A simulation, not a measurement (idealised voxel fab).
The process module that follows is named voxel lift off.
For reference, the cross-section in this document is cut, with width 175 nm and square cells of 5 nm.
Cross-section format: a grid of square cells, given as bands from top to bottom; each band is one or more rows of cells.
It is stipulated that each band's entry specify, in nanometres, the height of the top of the band and then that of its bottom, followed by the materials of the band in left-to-right sequence, each together with its width in nanometres. A single material marked by the word "full width" is understood to fill the band from edge to edge; the word "empty" is understood to denote empty space.
Basically, 0 is our baseline, since under it the wafer straight out of the box is all one material. The bottom band has no lower end and keeps on going down, so it looks like "z 0 and below".
The notation "30->40" denotes a width that varies across the rows of cells in the band, beginning at the first number in the top row, finishing at the second number in the bottom row, and changing by an identical amount from each row to the next.
The cross-section has no changed cell in any step marked "changes: none".
Closed-off voids of 8+ cells (no open route to the top) go in "Enclosed cavities", written width x height at distance from the left edge, in nm.
That trailing text on a step's line, after the settings, is the simulator's own remark on the step.
"overlay nm" denotes, for a step that has a mask, the displacement of the mask to the right of its planned place, with negative values corresponding to the left.

### This section lists the process steps that were planned
| 1 | RECEIVE [material Si] |
| 2 | CONFORMAL_DEP [material SiO2] [thk nm 15] |
| 3 | PATTERN [tone open] [mask id LINES] [material resist] [width nm 30] [pitch nm 45] [thk nm 30] [overlay nm 0] |
| 4 | DIRECTIONAL_DEP [material Ru] [thk nm 15] |
| 5 | STRIP [etch materials resist] |
| 6 | CONFORMAL_DEP [material SiO2] [thk nm 5] |

### Wafer, first of two, run as planned

### Incoming wafer in cross-section (state: after step 1)
    z 0 and below: Si full width
    Enclosed cavities: none

### after step 2
    z 15 to 0: SiO2 full width
    Heights below 0 show no change.

### after step 3
    z 45 to 15: resist (50); empty (30); resist (15); empty (30); resist (50)
    Heights below 15 show no change.

### after step 4
    z 60 to 45: Ru (50); empty (30); Ru (15); empty (30); Ru (50)
    z 45 to 30: resist (50); empty (30); resist (15); empty (30); resist (50)
    z 30 to 15: resist (50); Ru (30); resist (15); Ru (30); resist (50)
    Heights below 15 show no change.

### after step 5
    z 30 to 15: empty (50); Ru (30); empty (15); Ru (30); empty (50)
    Heights below 15 show no change.

### after step 6
    z 35 to 30: empty (45); SiO2 (40); empty (5); SiO2 (40); empty (45)
    z 30 to 20: empty (45); SiO2 (5); Ru (30); SiO2 (5); empty (5); SiO2 (5); Ru (30); SiO2 (5); empty (45)
    z 20 to 15: SiO2 (50); Ru (30); SiO2 (15); Ru (30); SiO2 (50)
    Heights below 15 show no change.

### Wafer two. Identical start, identical plan. One mistake in execution. Identical history through step 5

### Cross-section: second wafer, time at which step 6 was scheduled to end
    z 35 to 20: empty (45); Ru (40); empty (5); Ru (40); empty (45)
    z 20 to 15: Ru full width
    Heights below 15 show no change.
Finding, execution versus plan: step 6 did not happen as planned, as run it was CONFORMAL_DEP [material Ru] [thk nm 5]
Cell-count delta at end, second wafer over first, by material: 47 more of Ru; 47 fewer of SiO2
